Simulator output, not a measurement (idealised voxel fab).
Title: Process Module voxel ribs on slabs
Cross-sectional view cut (width: 290 nm; square cell size: 5 nm).
This document writes a cross-section as a grid whose cells are square, and gives it as bands, listed from the top down; one or more rows of cells form a band. Band: top and bottom heights (nm) first, top before bottom; then materials from left to right, widths in nm. "everywhere" marks a sole material filling the band edge to edge. "empty" denotes empty space. Ref level 0: as-received wafer is one material below here. Bottom band extends down with no lower bound ("0..down"). Read "30..40" as a graded width: first number on top, second number at the bottom, same change between each pair of neighbouring rows. "all unchanged" after a step means that no cell of the cross-section changed. "Voids, enclosed": sealed empty spaces, 8 cells or more, no open way to top, listed width x height at distance, with distance from the left edge and width, height and distance in nm. Past the settings on a step's line: simulator remark, on that step. "overlay nm" denotes, for a step that has a mask, the displacement of the mask to the right of its planned place, with negative values corresponding to the left.
Listed below are the process steps as planned
1: RECEIVE, material Si
2: DIRECTIONAL_DEP, material SiO2, thk nm 30
3: DIRECTIONAL_DEP, material polySi, thk nm 20
4: DIRECTIONAL_DEP, material aC, thk nm 15
5: PATTERN, tone cover, mask id RIB, material resist, width nm 25, thk nm 30, overlay nm 0
6: DIRECTIONAL_ETCH, etch materials aC, depth nm 15
7: STRIP, etch materials resist
8: DIRECTIONAL_ETCH, etch materials polySi, depth nm 10
9: STRIP, etch materials aC
10: MASKED_ETCH, tone cover, mask id SLAB, width nm 65, etch materials polySi, depth nm 10, overlay nm 0
11: FILL_DEP, material SiO2, thk nm 30
12: CMP, height nm 70
13: DIRECTIONAL_DEP, material W, thk nm 10
14: DIRECTIONAL_DEP, material aC, thk nm 15
15: PATTERN, tone cover, mask id HEATER, material resist, width nm 35, thk nm 35, overlay nm 0
16: DIRECTIONAL_ETCH, etch materials aC, depth nm 15
17: STRIP, etch materials resist
18: DIRECTIONAL_ETCH, etch materials W, depth nm 10
19: STRIP, etch materials aC
20: CONFORMAL_DEP, material SiO2, thk nm 10
So this is the incoming wafer in cross-section - it's already been through step 1
- 0..down | Si everywhere
- Voids, enclosed: none
Cross-section: first of two wafers, module finished, run according to plan
- 90..80 | 115 nm empty; 55 nm SiO2; 120 nm empty
- 80..70 | 125 nm SiO2; 35 nm W; 130 nm SiO2
- 70..50 | SiO2 everywhere
- 50..40 | 130 nm SiO2; 25 nm polySi; 135 nm SiO2
- 40..30 | 110 nm SiO2; 65 nm polySi; 115 nm SiO2
- 30..0 | SiO2 everywhere
- 0..down | Si everywhere
- Voids, enclosed: none
second wafer at the end: like start, like plan, one mistake
- 90..80 | 115 nm empty; 55 nm SiO2; 120 nm empty
- 80..70 | 125 nm SiO2; 35 nm W; 130 nm SiO2
- 70..50 | SiO2 everywhere
- 50..40 | 130 nm SiO2; 25 nm polySi; 135 nm SiO2
- 40..30 | 110 nm SiO2; 65 nm polySi; 115 nm SiO2
- 30..0 | aC everywhere
- 0..down | Si everywhere
- Voids, enclosed: none
The plan and the run diverged here: step 2 ran as: DIRECTIONAL_DEP, material aC, thk nm 30
The second wafer ends with more or fewer cells of some materials than the first, per final count: SiO2 -348; aC +348
